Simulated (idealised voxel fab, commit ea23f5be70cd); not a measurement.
Process module in this document: voxel capacitor over wiring
Square cell edge 5 nm, section width 290 nm, ID cut.
Bands, listed from the top down, are how a cross-section gets written in this document; the cross-section itself is a grid of square cells, and a band is one or more rows of them. Band: top height; bottom height; in nm. Then, left to right: material with width in nm, for each material. "full width": a single material spanning edge to edge. "air": empty space. Height reference: 0 = level under which incoming wafer is all one material. Lowest band: no bottom, runs on downward, e.g. "from 0 down". Width spec "30->40" -> top row of cells at first value, bottom row at second value, equal per-row change in between. No cell of the cross-section changed in a step that is given as "same as before". Each empty space that has no open way to the top and spans at least 8 cells appears under "Sealed voids" as width x height at distance, the distance counted from the left edge, all in nm. On a step's line, text after the settings is the simulator commenting on that step. On any step carrying a mask, the "overlay nm" setting, if present on the step's line, tells how far right of its planned place the mask lay; negative values point to the left.
[The planned process steps are enumerated hereunder]
1 RECEIVE (material Si)
2 CONFORMAL_DEP (material SiO2; thk nm 10)
3 CONFORMAL_DEP (material SiCN; thk nm 5)
4 DIRECTIONAL_DEP (material lowk; thk nm 15)
5 MASKED_ETCH (tone open; mask id METAL_1; width nm 30; pitch nm 100; etch materials lowk; depth nm 15; overlay nm 0)
6 MASKED_ETCH (tone open; mask id METAL_1; width nm 30; pitch nm 100; etch materials SiCN; depth nm 5; overlay nm 0)
7 CONFORMAL_DEP (material TiN; thk nm 5)
8 FILL_DEP (material Ru; thk nm 10)
9 CMP (height nm 30)
10 CONFORMAL_DEP (material SiCN; thk nm 5)
11 DIRECTIONAL_DEP (material lowk; thk nm 15)
12 DIRECTIONAL_DEP (material aC; thk nm 15)
13 PATTERN (tone open; mask id PLUG_1; material resist; width nm 15; thk nm 30; overlay nm 0)
14 DIRECTIONAL_ETCH (etch materials aC; depth nm 15)
15 STRIP (etch materials resist)
16 DIRECTIONAL_ETCH (etch materials lowk; depth nm 15)
17 DIRECTIONAL_ETCH (etch materials SiCN; depth nm 5)
18 STRIP (etch materials aC)
19 EPI (material Ru; thk nm 10)
20 EPI (material Ru; thk nm 10)
21 DIRECTIONAL_DEP (material TiN; thk nm 5)
22 DIRECTIONAL_DEP (material Al2O3; thk nm 5)
23 DIRECTIONAL_DEP (material TiN; thk nm 10)
24 MASKED_ETCH (tone cover; mask id UPPER_PLATE; width nm 75; etch materials TiN; depth nm 10; overlay nm 0)
25 MASKED_ETCH (tone cover; mask id UPPER_PLATE; width nm 75; etch materials Al2O3; depth nm 5; overlay nm 0)
26 DIRECTIONAL_DEP (material aC; thk nm 15)
27 PATTERN (tone cover; mask id LOWER_PLATE; material resist; width nm 85; thk nm 35; overlay nm 0)
28 DIRECTIONAL_ETCH (etch materials aC; depth nm 15)
29 STRIP (etch materials resist)
30 DIRECTIONAL_ETCH (etch materials TiN; depth nm 5)
31 STRIP (etch materials aC)
32 FILL_DEP (material SiO2; thk nm 15)
33 CMP (height nm 80)
34 PATTERN (tone open; mask id PLUG_2; material resist; width nm 15; thk nm 15; overlay nm 0)
35 DIRECTIONAL_ETCH (etch materials SiO2; depth nm 10)
36 STRIP (etch materials resist)
37 CONFORMAL_DEP (material TiN; thk nm 5)
38 FILL_DEP (material Cu; thk nm 10)
39 CMP (height nm 80)
40 CONFORMAL_DEP (material SiN; thk nm 5)
[The following pertains to the first of two wafers, which was processed as planned]
[As-received state of the wafer in cross-section, equivalent to post-step 1]
  from 0 down: Si full width
  Sealed voids: none
[Once step 2 is through, the wafer looks like this in cross-section]
  from 10 to 0: SiO2 full width
  Rest of section, below 0: as before.
[Once step 3 is through, the wafer looks like this in cross-section]
  from 15 to 10: SiCN full width
  Rest of section, below 10: as before.
[Once step 4 is through, the wafer looks like this in cross-section]
  from 30 to 15: lowk full width
  Rest of section, below 15: as before.
[Once step 5 is through, the wafer looks like this in cross-section]
  from 30 to 15: 80 of lowk  30 of air  70 of lowk  30 of air  80 of lowk
  Rest of section, below 15: as before.
[Once step 6 is through, the wafer looks like this in cross-section]
  from 30 to 15: 80 of lowk  30 of air  70 of lowk  30 of air  80 of lowk
  from 15 to 10: 80 of SiCN  30 of air  70 of SiCN  30 of air  80 of SiCN
  Rest of section, below 10: as before.
[Once step 7 is through, the wafer looks like this in cross-section]
  from 35 to 30: 85 of TiN  20 of air  80 of TiN  20 of air  85 of TiN
  from 30 to 15: 80 of lowk  5 of TiN  20 of air  5 of TiN  70 of lowk  5 of TiN  20 of air  5 of TiN  80 of lowk
  from 15 to 10: 80 of SiCN  30 of TiN  70 of SiCN  30 of TiN  80 of SiCN
  Rest of section, below 10: as before.
[Once step 8 is through, the wafer looks like this in cross-section]
  from 45 to 35: Ru full width
  from 35 to 30: 85 of TiN  20 of Ru  80 of TiN  20 of Ru  85 of TiN
  from 30 to 15: 80 of lowk  5 of TiN  20 of Ru  5 of TiN  70 of lowk  5 of TiN  20 of Ru  5 of TiN  80 of lowk
  Rest of section, below 15: as before.
[Once step 9 is through, the wafer looks like this in cross-section]
  from 30 to 15: 80 of lowk  5 of TiN  20 of Ru  5 of TiN  70 of lowk  5 of TiN  20 of Ru  5 of TiN  80 of lowk
  Rest of section, below 15: as before.
[Once step 10 is through, the wafer looks like this in cross-section]
  from 35 to 30: SiCN full width
  Rest of section, below 30: as before.
[Once step 11 is through, the wafer looks like this in cross-section]
  from 50 to 35: lowk full width
  Rest of section, below 35: as before.
[Once step 12 is through, the wafer looks like this in cross-section]
  from 65 to 50: aC full width
  Rest of section, below 50: as before.
[Once step 13 is through, the wafer looks like this in cross-section]
  from 95 to 65: 95 of resist  15 of air  180 of resist
  Rest of section, below 65: as before.
[Once step 14 is through, the wafer looks like this in cross-section]
  from 80 to 65: 95 of resist  15 of air  180 of resist
  from 65 to 50: 95 of aC  15 of air  180 of aC
  Rest of section, below 50: as before.
[Once step 15 is through, the wafer looks like this in cross-section]
  from 65 to 50: 95 of aC  15 of air  180 of aC
  Rest of section, below 50: as before.
[Once step 16 is through, the wafer looks like this in cross-section]
  from 65 to 50: 95 of aC  15 of air  180 of aC
  from 50 to 35: 95 of lowk  15 of air  180 of lowk
  Rest of section, below 35: as before.
[Once step 17 is through, the wafer looks like this in cross-section]
  from 65 to 50: 95 of aC  15 of air  180 of aC
  from 50 to 35: 95 of lowk  15 of air  180 of lowk
  from 35 to 30: 95 of SiCN  15 of air  180 of SiCN
  Rest of section, below 30: as before.
[Once step 18 is through, the wafer looks like this in cross-section]
  from 50 to 35: 95 of lowk  15 of air  180 of lowk
  Rest of section, below 35: as before.
[Once step 19 is through, the wafer looks like this in cross-section]
  from 50 to 40: 95 of lowk  15 of air  180 of lowk
  from 40 to 35: 95 of lowk  15 of Ru  180 of lowk
  from 35 to 30: 95 of SiCN  15 of Ru  180 of SiCN
  Rest of section, below 30: as before.
[Once step 20 is through, the wafer looks like this in cross-section]
  from 50 to 35: 95 of lowk  15 of Ru  180 of lowk
  Rest of section, below 35: as before.
[Once step 21 is through, the wafer looks like this in cross-section]
  from 55 to 50: TiN full width
  Rest of section, below 50: as before.
[Once step 22 is through, the wafer looks like this in cross-section]
  from 60 to 55: Al2O3 full width
  Rest of section, below 55: as before.
[Once step 23 is through, the wafer looks like this in cross-section]
  from 70 to 60: TiN full width
  Rest of section, below 60: as before.
[Once step 24 is through, the wafer looks like this in cross-section]
  from 70 to 60: 95 of air  75 of TiN  120 of air
  Rest of section, below 60: as before.
[Once step 25 is through, the wafer looks like this in cross-section]
  from 70 to 60: 95 of air  75 of TiN  120 of air
  from 60 to 55: 95 of air  75 of Al2O3  120 of air
  Rest of section, below 55: as before.
[Once step 26 is through, the wafer looks like this in cross-section]
  from 85 to 70: 95 of air  75 of aC  120 of air
  from 70 to 60: 95 of aC  75 of TiN  120 of aC
  from 60 to 55: 95 of aC  75 of Al2O3  120 of aC
  Rest of section, below 55: as before.
[Once step 27 is through, the wafer looks like this in cross-section]
  from 120 to 85: 90 of air  85 of resist  115 of air
  from 85 to 70: 90 of air  5 of resist  75 of aC  5 of resist  115 of air
  Rest of section, below 70: as before.
[Once step 28 is through, the wafer looks like this in cross-section]
  from 105 to 85: 90 of air  85 of resist  115 of air
  from 85 to 70: 90 of air  5 of resist  75 of aC  5 of resist  115 of air
  from 70 to 60: 90 of air  5 of aC  75 of TiN  5 of aC  115 of air
  from 60 to 55: 90 of air  5 of aC  75 of Al2O3  5 of aC  115 of air
  Rest of section, below 55: as before.
[Once step 29 is through, the wafer looks like this in cross-section]
  from 85 to 70: 95 of air  75 of aC  120 of air
  Rest of section, below 70: as before.
[Once step 30 is through, the wafer looks like this in cross-section]
  from 85 to 70: 95 of air  75 of aC  120 of air
  from 70 to 60: 90 of air  5 of aC  75 of TiN  5 of aC  115 of air
  from 60 to 55: 90 of air  5 of aC  75 of Al2O3  5 of aC  115 of air
  from 55 to 50: 90 of air  85 of TiN  115 of air
  Rest of section, below 50: as before.
[Once step 31 is through, the wafer looks like this in cross-section]
  from 70 to 60: 95 of air  75 of TiN  120 of air
  from 60 to 55: 95 of air  75 of Al2O3  120 of air
  Rest of section, below 55: as before.
[Once step 32 is through, the wafer looks like this in cross-section]
  from 85 to 70: SiO2 full width
  from 70 to 60: 95 of SiO2  75 of TiN  120 of SiO2
  from 60 to 55: 95 of SiO2  75 of Al2O3  120 of SiO2
  from 55 to 50: 90 of SiO2  85 of TiN  115 of SiO2
  Rest of section, below 50: as before.
[Once step 33 is through, the wafer looks like this in cross-section]
  from 80 to 70: SiO2 full width
  Rest of section, below 70: as before.
[Once step 34 is through, the wafer looks like this in cross-section]
  from 95 to 80: 105 of resist  15 of air  170 of resist
  Rest of section, below 80: as before.
[Once step 35 is through, the wafer looks like this in cross-section]
  from 95 to 80: 105 of resist  15 of air  170 of resist
  from 80 to 70: 105 of SiO2  15 of air  170 of SiO2
  Rest of section, below 70: as before.
[Once step 36 is through, the wafer looks like this in cross-section]
  from 80 to 70: 105 of SiO2  15 of air  170 of SiO2
  Rest of section, below 70: as before.
[Once step 37 is through, the wafer looks like this in cross-section]
  from 85 to 80: 110 of TiN  5 of air  175 of TiN
  from 80 to 75: 105 of SiO2  5 of TiN  5 of air  5 of TiN  170 of SiO2
  from 75 to 70: 105 of SiO2  15 of TiN  170 of SiO2
  Rest of section, below 70: as before.
[Once step 38 is through, the wafer looks like this in cross-section]
  from 95 to 85: Cu full width
  from 85 to 80: 110 of TiN  5 of Cu  175 of TiN
  from 80 to 75: 105 of SiO2  5 of TiN  5 of Cu  5 of TiN  170 of SiO2
  Rest of section, below 75: as before.
[Once step 39 is through, the wafer looks like this in cross-section]
  from 80 to 75: 105 of SiO2  5 of TiN  5 of Cu  5 of TiN  170 of SiO2
  Rest of section, below 75: as before.
[Once step 40 is through, the wafer looks like this in cross-section]
  from 85 to 80: SiN full width
  Rest of section, below 80: as before.
[Second wafer - shared start and plan with the first - one error in running - same as the first up to step 20 inclusive]
Look at the second wafer in cross-section at the time step 21 ought to have finished: same as before
[Look at the second wafer in cross-section at the time step 22 ought to have finished]
  from 55 to 50: Al2O3 full width
  Rest of section, below 50: as before.
[Look at the second wafer in cross-section at the time step 23 ought to have finished]
  from 65 to 55: TiN full width
  Rest of section, below 55: as before.
[Look at the second wafer in cross-section at the time step 24 ought to have finished]
  from 65 to 55: 95 of air  75 of TiN  120 of air
  Rest of section, below 55: as before.
[Look at the second wafer in cross-section at the time step 25 ought to have finished]
  from 65 to 55: 95 of air  75 of TiN  120 of air
  from 55 to 50: 95 of air  75 of Al2O3  120 of air
  Rest of section, below 50: as before.
[Look at the second wafer in cross-section at the time step 26 ought to have finished]
  from 80 to 65: 95 of air  75 of aC  120 of air
  from 65 to 55: 95 of aC  75 of TiN  120 of aC
  from 55 to 50: 95 of aC  75 of Al2O3  120 of aC
  Rest of section, below 50: as before.
[Look at the second wafer in cross-section at the time step 27 ought to have finished]
  from 115 to 80: 90 of air  85 of resist  115 of air
  from 80 to 65: 90 of air  5 of resist  75 of aC  5 of resist  115 of air
  Rest of section, below 65: as before.
[Look at the second wafer in cross-section at the time step 28 ought to have finished]
  from 100 to 80: 90 of air  85 of resist  115 of air
  from 80 to 65: 90 of air  5 of resist  75 of aC  5 of resist  115 of air
  from 65 to 55: 90 of air  5 of aC  75 of TiN  5 of aC  115 of air
  from 55 to 50: 90 of air  5 of aC  75 of Al2O3  5 of aC  115 of air
  Rest of section, below 50: as before.
[Look at the second wafer in cross-section at the time step 29 ought to have finished]
  from 80 to 65: 95 of air  75 of aC  120 of air
  Rest of section, below 65: as before.
Look at the second wafer in cross-section at the time step 30 ought to have finished: same as before
[Look at the second wafer in cross-section at the time step 31 ought to have finished]
  from 65 to 55: 95 of air  75 of TiN  120 of air
  from 55 to 50: 95 of air  75 of Al2O3  120 of air
  Rest of section, below 50: as before.
[Look at the second wafer in cross-section at the time step 32 ought to have finished]
  from 80 to 65: SiO2 full width
  from 65 to 55: 95 of SiO2  75 of TiN  120 of SiO2
  from 55 to 50: 95 of SiO2  75 of Al2O3  120 of SiO2
  Rest of section, below 50: as before.
Look at the second wafer in cross-section at the time step 33 ought to have finished: same as before
[Look at the second wafer in cross-section at the time step 34 ought to have finished]
  from 95 to 80: 105 of resist  15 of air  170 of resist
  Rest of section, below 80: as before.
[Look at the second wafer in cross-section at the time step 35 ought to have finished]
  from 95 to 80: 105 of resist  15 of air  170 of resist
  from 80 to 70: 105 of SiO2  15 of air  170 of SiO2
  Rest of section, below 70: as before.
[Look at the second wafer in cross-section at the time step 36 ought to have finished]
  from 80 to 70: 105 of SiO2  15 of air  170 of SiO2
  Rest of section, below 70: as before.
[Look at the second wafer in cross-section at the time step 37 ought to have finished]
  from 85 to 80: 110 of TiN  5 of air  175 of TiN
  from 80 to 75: 105 of SiO2  5 of TiN  5 of air  5 of TiN  170 of SiO2
  from 75 to 70: 105 of SiO2  15 of TiN  170 of SiO2
  Rest of section, below 70: as before.
[Look at the second wafer in cross-section at the time step 38 ought to have finished]
  from 95 to 85: Cu full width
  from 85 to 80: 110 of TiN  5 of Cu  175 of TiN
  from 80 to 75: 105 of SiO2  5 of TiN  5 of Cu  5 of TiN  170 of SiO2
  Rest of section, below 75: as before.
[Look at the second wafer in cross-section at the time step 39 ought to have finished]
  from 80 to 75: 105 of SiO2  5 of TiN  5 of Cu  5 of TiN  170 of SiO2
  Rest of section, below 75: as before.
[Look at the second wafer in cross-section at the time step 40 ought to have finished]
  from 85 to 80: SiN full width
  Rest of section, below 80: as before.
Against the plan, the run slipped here: step 21 of the plan was bypassed and not carried out
Once processing is complete, comparing cell counts shows that the second wafer has more or fewer of certain materials than the first: +17 SiO2; -17 TiN
